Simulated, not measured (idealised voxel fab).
Herein follows the process module entitled voxel tone inversion.
In the cross-section labelled cut, the width is 230 nm and each square cell is 5 nm.
A cross-section in this document is a grid of square cells, and it is written down as bands, the top band listed before the ones below it; a band is made up of one or more rows of cells.
It is stipulated that each band's entry specify, in nanometres, the height of the top of the band and then that of its bottom, followed by the materials of the band in left-to-right sequence, each together with its width in nanometres. A single material marked by the word "all across" is understood to fill the band from edge to edge; the word "air" is understood to denote empty space.
Ref level 0: as-received wafer is one material below here. Bottom band extends down with no lower bound ("0..down").
With a width like "30->40", each row of cells in the band differs from the next by the same amount, the top row carrying the first number and the bottom row the second.
"remained unchanged" -> step changed no cross-section cell.
"Sealed void list" enumerates empty spaces isolated from the top, with no open way to it, that contain at least 8 cells, giving each as width x height at distance from the left edge, all three in nm.
Where a step's line continues beyond its settings, the continuation is a remark by the simulator itself on that step.
"overlay nm", when on a step's line for a step with a mask, measures how far to the right of its planned place the mask lay; a negative measure means to the left.

-- This section lists the process steps that were planned
1: RECEIVE,material Si
2: CONFORMAL_DEP,material SiN,thk nm 10
3: DIRECTIONAL_DEP,material polySi,thk nm 15
4: PATTERN,tone cover,mask id POSTS,material resist,width nm 15,pitch nm 30,thk nm 25,overlay nm 0
5: DIRECTIONAL_ETCH,etch materials polySi,depth nm 15
6: STRIP,etch materials resist
7: FILL_DEP,material lowk,thk nm 10
8: CMP,height nm 25
9: STRIP,etch materials polySi
10: CONFORMAL_DEP,material TiN,thk nm 5
11: FILL_DEP,material W,thk nm 10
12: CMP,height nm 25
13: CONFORMAL_DEP,material SiCN,thk nm 5

-- As received (post step 1): cross-section
    0..down: Si all across
    Sealed void list: none

-- Cross-sectional result after module completion. Note: starting condition and plan are unchanged from above; one processing mistake was made
    30..25: polySi all across
    25..15: 60 of lowk; 5 of TiN; 5 of W; 5 of TiN; 15 of lowk; 5 of TiN; 5 of W; 5 of TiN; 15 of lowk; 5 of TiN; 5 of W; 5 of TiN; 15 of lowk; 5 of TiN; 5 of W; 5 of TiN; 65 of lowk
    15..10: 60 of lowk; 15 of TiN; 15 of lowk; 15 of TiN; 15 of lowk; 15 of TiN; 15 of lowk; 15 of TiN; 65 of lowk
    10..0: SiN all across
    0..down: Si all across
    Sealed void list: none
Run error: step 13, actual vs plan mismatch, actual run CONFORMAL_DEP,material polySi,thk nm 5
